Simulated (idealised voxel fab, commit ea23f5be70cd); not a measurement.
Proc. module: voxel gate over fins
The width of the displayed cross-section, cut, is 295 nm; its cells are square, with a size of 5 nm.
A cross-section is written here as square cells arranged in a grid, and it is given in bands from the top down, each band taking up one or more rows of cells. Heights first: top, then bottom, in nm. Then materials, left to right, each with a width in nm. "edge to edge" on a single material: fills the band edge to edge. "blank": empty space. Measure heights from 0. That's the level where, below it, the as-received wafer is all one material. The lowest band is bottomless and extends downward; write it as in "0 and below". A width given as "30 to 40" starts at the first number in the band's top row and ends at the second number in its bottom row, shifting by an equal amount at every step from row to row. Any step labelled "no alterations made" changed none of the cells in the cross-section. "Fully enclosed voids" means: voids of 8 cells or more that are shut off from the top with no open way through. Written width x height at distance, distance from the left edge, in nm. Step line, after settings: the simulator's comment on this step. overlay nm: mask right of planned place by this much (step with mask). Neg. = left.
PLANNED STEP LIST FOR THE PROCESS
- 1: RECEIVE: material Si
- 2: CONFORMAL_DEP: material SiN, thk nm 10
- 3: PATTERN: tone cover, mask id FINS, material resist, width nm 15, pitch nm 45, thk nm 20, overlay nm 0
- 4: DIRECTIONAL_ETCH: etch materials SiN, depth nm 10
- 5: DIRECTIONAL_ETCH: etch materials Si, depth nm 40
- 6: STRIP: etch materials resist
- 7: OXIDIZE: depth nm 5
- 8: FILL_DEP: material SiO2, thk nm 15
- 9: CMP: height nm 10
- 10: SELECTIVE_ETCH: etch materials SiO2, depth nm 20
- 11: STRIP: etch materials SiN
- 12: CONFORMAL_DEP: material HfO2, thk nm 5
- 13: CONFORMAL_DEP: material TiN, thk nm 5
- 14: FILL_DEP: material W, thk nm 10
- 15: CMP: height nm 15
- 16: CONFORMAL_DEP: material SiN, thk nm 10
CROSS-SECTIONAL VIEW OF THE WAFER IN ITS AS-RECEIVED CONDITION, CORRESPONDING TO THE STATE AFTER STEP 1
	0 and below: Si edge to edge
	Fully enclosed voids: none
LOOK AT THE CROSS-SECTION AFTER THE MODULE: THE WAFER STARTED OUT THE WAY SHOWN ABOVE AND THE PLAN WAS THE ONE SHOWN ABOVE, YET ONE MISTAKE WAS MADE ALONG THE WAY
	25 down to 15: SiN edge to edge
	15 down to 10: TiN edge to edge
	10 down to 5: HfO2 (120), TiN (5), HfO2 (40), TiN (5), HfO2 (125)
	5 down to 0: SiO2 (115), HfO2 (15), SiO2 (30), HfO2 (15), SiO2 (120)
	0 down to -45: SiO2 (120), Si (5), SiO2 (40), Si (5), SiO2 (125)
	-45 and below: Si edge to edge
	Fully enclosed voids: none
So what did we get wrong on this run? step 9 of the plan was excluded from execution and never run
